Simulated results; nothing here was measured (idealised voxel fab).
The name of this process module is voxel transistor to metal.
The cross-section on display is named cut; it measures 290 nm wide, and its cells are 5 nm squares.
A cross-section in this document is a grid of square cells, and it is written down as bands, the top band listed before the ones below it; a band is made up of one or more rows of cells. Heights first: top, then bottom, in nm. Then materials, left to right, each with a width in nm. "full width" on a single material: fills the band edge to edge. "blank": empty space. All heights in this document are referenced to 0, defined as the level beneath which the wafer, as received, consists entirely of one material. The lowest band is not bounded below; it extends indefinitely downward and is written in the form "from 0 down". Width: "30..40" (first number = top row, second number = bottom row, same change from row to row of cells). Take "nothing different" at face value: in the step it is given for, the cross-section changed in none of its cells. Closed-off voids of 8+ cells (no open route to the top) go in "Unvented voids", written width x height at distance from the left edge, in nm. Step line, after settings: the simulator's comment on this step. "overlay nm" answers the question of how far to the right of plan the mask lay on a step that has a mask, and when it is negative the answer is to the left.
## So here's the lineup of process steps we planned
1,op RECEIVE | material Si
2,op OXIDIZE | depth nm 5
3,op CONFORMAL_DEP | material SiN | thk nm 10
4,op DIRECTIONAL_DEP | material aC | thk nm 10
5,op PATTERN | tone cover | mask id ACTIVE | material resist | width nm 100 | pitch nm 125 | thk nm 30 | overlay nm 0
6,op DIRECTIONAL_ETCH | etch materials aC | depth nm 10
7,op STRIP | etch materials resist
8,op DIRECTIONAL_ETCH | etch materials SiN | depth nm 10
9,op DIRECTIONAL_ETCH | etch materials SiO2 | depth nm 5
10,op DIRECTIONAL_ETCH | etch materials Si | depth nm 20
11,op STRIP | etch materials aC
12,op OXIDIZE | depth nm 5
13,op FILL_DEP | material SiO2 | thk nm 5
14,op CMP | height nm 10
15,op SELECTIVE_ETCH | etch materials SiO2 | depth nm 5
16,op STRIP | etch materials SiN
17,op SELECTIVE_ETCH | etch materials SiO2 | depth nm 5
18,op OXIDIZE | depth nm 5
19,op DIRECTIONAL_DEP | material polySi | thk nm 30
20,op DIRECTIONAL_DEP | material SiCN | thk nm 10
21,op MASKED_ETCH | tone cover | mask id GATE | width nm 30 | pitch nm 125 | etch materials SiCN | depth nm 20 | overlay nm 0
22,op MASKED_ETCH | tone cover | mask id GATE | width nm 30 | pitch nm 125 | etch materials polySi | depth nm 40 | overlay nm 0
23,op CONFORMAL_DEP | material SiN | thk nm 5
24,op DIRECTIONAL_ETCH | etch materials SiN | depth nm 5
25,op DIRECTIONAL_ETCH | etch materials SiO2 | depth nm 5
26,op DIRECTIONAL_ETCH | etch materials Si | depth nm 10
27,op EPI | material SiGe | thk nm 10
28,op FILL_DEP | material SiO2 | thk nm 5
29,op CMP | height nm 25
30,op STRIP | etch materials polySi
31,op SELECTIVE_ETCH | etch materials SiO2 | depth nm 5
32,op CONFORMAL_DEP | material HfO2 | thk nm 5
33,op CONFORMAL_DEP | material TiN | thk nm 5
34,op FILL_DEP | material W | thk nm 5
35,op CMP | height nm 20
36,op DIRECTIONAL_DEP | material SiO2 | thk nm 10
37,op DIRECTIONAL_DEP | material aC | thk nm 15
38,op PATTERN | tone open | mask id CONTACT | material resist | width nm 15 | thk nm 30 | overlay nm 0
39,op DIRECTIONAL_ETCH | etch materials aC | depth nm 15
40,op STRIP | etch materials resist
41,op DIRECTIONAL_ETCH | etch materials SiO2 | depth nm 40
42,op STRIP | etch materials aC
43,op CONFORMAL_DEP | material TiN | thk nm 5
44,op FILL_DEP | material Ru | thk nm 5
45,op CMP | height nm 30
46,op CONFORMAL_DEP | material SiN | thk nm 5
47,op DIRECTIONAL_DEP | material lowk | thk nm 25
48,op PATTERN | tone open | mask id METAL_1 | material resist | width nm 15 | thk nm 20 | overlay nm 0
49,op DIRECTIONAL_ETCH | etch materials lowk | depth nm 25
50,op DIRECTIONAL_ETCH | etch materials SiN | depth nm 5
51,op STRIP | etch materials resist
52,op CONFORMAL_DEP | material TiN | thk nm 5
53,op FILL_DEP | material Cu | thk nm 5
54,op CMP | height nm 60
55,op CONFORMAL_DEP | material SiN | thk nm 5
## Cross-section of the wafer as it came to us, i.e., already through step 1
	from 0 down | Si full width
	Unvented voids: none
## Result of the module, cross-sectioned: start per above, plan per above, one error in how it was run
	from 65 to 60 | SiN full width
	from 60 to 35 | 35 nm lowk  5 nm TiN  5 nm Cu  5 nm TiN  60 nm lowk  5 nm TiN  5 nm Cu  5 nm TiN  35 nm lowk  5 nm TiN  5 nm Cu  5 nm TiN  60 nm lowk  5 nm TiN  5 nm Cu  5 nm TiN  40 nm lowk
	from 35 to 30 | 35 nm SiN  15 nm TiN  60 nm SiN  15 nm TiN  35 nm SiN  15 nm TiN  60 nm SiN  15 nm TiN  40 nm SiN
	from 30 to 25 | 35 nm SiO2  5 nm TiN  5 nm Ru  5 nm TiN  60 nm SiO2  5 nm TiN  5 nm Ru  5 nm TiN  35 nm SiO2  5 nm TiN  5 nm Ru  5 nm TiN  60 nm SiO2  5 nm TiN  5 nm Ru  5 nm TiN  40 nm SiO2
	from 25 to 20 | 35 nm SiO2  15 nm TiN  60 nm SiO2  15 nm TiN  35 nm SiO2  15 nm TiN  60 nm SiO2  15 nm TiN  40 nm SiO2
	from 20 to 0 | 60 nm Ru  5 nm SiN  5 nm HfO2  5 nm TiN  10 nm W  5 nm TiN  5 nm HfO2  5 nm SiN  85 nm Ru  5 nm SiN  5 nm HfO2  5 nm TiN  10 nm W  5 nm TiN  5 nm HfO2  5 nm SiN  65 nm Ru
	from 0 to -5 | 25 nm Ru  5 nm SiN  20 nm Ru  10 nm SiGe  5 nm SiN  5 nm HfO2  20 nm TiN  5 nm HfO2  5 nm SiN  10 nm SiGe  20 nm Ru  5 nm SiN  15 nm Ru  5 nm SiN  20 nm Ru  10 nm SiGe  5 nm SiN  5 nm HfO2  20 nm TiN  5 nm HfO2  5 nm SiN  10 nm SiGe  20 nm Ru  5 nm SiN  30 nm Ru
	from -5 to -10 | 30 nm SiO2  20 nm Ru  10 nm SiGe  40 nm HfO2  10 nm SiGe  20 nm Ru  25 nm SiO2  20 nm Ru  10 nm SiGe  40 nm HfO2  10 nm SiGe  20 nm Ru  35 nm SiO2
	from -10 to -20 | 35 nm SiO2  25 nm SiGe  40 nm Si  25 nm SiGe  35 nm SiO2  25 nm SiGe  40 nm Si  25 nm SiGe  40 nm SiO2
	from -20 to -30 | 35 nm SiO2  90 nm Si  35 nm SiO2  90 nm Si  40 nm SiO2
	from -30 down | Si full width
	Unvented voids: none
What broke from the plan during processing? step 28 was run on a setting that differed from the plan, and what really ran there is op FILL_DEP | material Ru | thk nm 5
